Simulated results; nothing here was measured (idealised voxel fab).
process module | voxel self aligned contacts
cross-section cut | 250 nm wide | cells 5 nm
A cross-section is a grid of square cells, given in bands from the top down. A band is one or more rows of cells.
Each band's line starts with the height of the band's top and of its bottom, in nm. Then come its materials from left to right, each with its width in nm. One material with "throughout" fills the band from edge to edge. "air" is empty space.
Height 0 is the level under which the wafer as received is all one material. The lowest band goes on downwards, as in "0 down".
A width such as "30 to 40" changes by the same amount from each row of cells to the next, from the band's top row to its bottom row.
"no change" after a step means that no cell of the cross-section changed.
closed voids: empty space of 8 cells or more with no open way to the top, each as width x height at its distance from the left edge, in nm
after a step's settings: what the simulator itself notes on the step
overlay nm, on a step with a mask: how far to the right of its planned place the mask lay; to the left if negative
plan
1 op RECEIVE | material Si
2 op CONFORMAL_DEP | material SiO2 | thk nm 5
3 op DIRECTIONAL_DEP | material polySi | thk nm 30
4 op DIRECTIONAL_DEP | material SiN | thk nm 15
5 op PATTERN | tone cover | mask id GATE | material resist | width nm 35 | pitch nm 60 | thk nm 15 | overlay nm 0
6 op DIRECTIONAL_ETCH | etch materials SiN | depth nm 15
7 op DIRECTIONAL_ETCH | etch materials polySi | depth nm 30
8 op STRIP | etch materials resist
9 op CONFORMAL_DEP | material SiN | thk nm 5
10 op DIRECTIONAL_ETCH | etch materials SiN | depth nm 5
11 op FILL_DEP | material SiO2 | thk nm 15
12 op CMP | height nm 60
13 op PATTERN | tone open | mask id CONTACT | material resist | width nm 35 | pitch nm 60 | thk nm 15 | overlay nm 0
14 op DIRECTIONAL_ETCH | etch materials SiO2 | depth nm 60
15 op STRIP | etch materials resist
16 op CONFORMAL_DEP | material TiN | thk nm 5
17 op FILL_DEP | material Ru | thk nm 5
18 op CMP | height nm 60
19 op CONFORMAL_DEP | material SiCN | thk nm 5
as received, after step 1
  0 down: Si throughout
  closed voids: none
first wafer at the end, as planned
  65 to 60: SiCN throughout
  60 to 50: SiO2 75 | TiN 5 to 15 | Ru 25 to 5 | TiN 5 to 15 | SiO2 25 | TiN 5 to 15 | Ru 25 to 5 | TiN 5 to 15 | SiO2 80
  50 to 35: SiO2 40 | SiN 45 | TiN 5 | Ru 5 | TiN 5 | SiN 45 | TiN 5 | Ru 5 | TiN 5 | SiN 45 | SiO2 45
  35 to 5: SiO2 40 | SiN 5 | polySi 35 | SiN 5 | TiN 5 | Ru 5 | TiN 5 | SiN 5 | polySi 35 | SiN 5 | TiN 5 | Ru 5 | TiN 5 | SiN 5 | polySi 35 | SiN 5 | SiO2 45
  5 to 0: SiO2 85 | TiN 15 | SiO2 45 | TiN 15 | SiO2 90
  0 down: Si throughout
  closed voids: none
second wafer at the end: like start, like plan, one mistake
  65 to 60: SiCN throughout
  60 to 50: SiO2 75 | TiN 5 to 15 | Ru 30 to 5 | TiN 5 to 20 | SiO2 20 | TiN 5 to 15 | Ru 30 to 5 | TiN 5 to 20 | SiO2 75
  50 to 35: SiO2 40 | SiN 45 | TiN 5 | Ru 5 | TiN 5 | SiN 45 | TiN 5 | Ru 5 | TiN 5 | SiN 45 | SiO2 45
  35 to 5: SiO2 40 | SiN 5 | polySi 35 | SiN 5 | TiN 5 | Ru 5 | TiN 5 | SiN 5 | polySi 35 | SiN 5 | TiN 5 | Ru 5 | TiN 5 | SiN 5 | polySi 35 | SiN 5 | SiO2 45
  5 to 0: SiO2 85 | TiN 15 | SiO2 45 | TiN 15 | SiO2 90
  0 down: Si throughout
  closed voids: none
what went wrong: step 13 ran as: op PATTERN | tone open | mask id CONTACT | material resist | width nm 40 | pitch nm 60 | thk nm 15 | overlay nm 0
at the end the second wafer has, in cells: 2 more of Ru | 4 fewer of SiO2 | 2 more of TiN
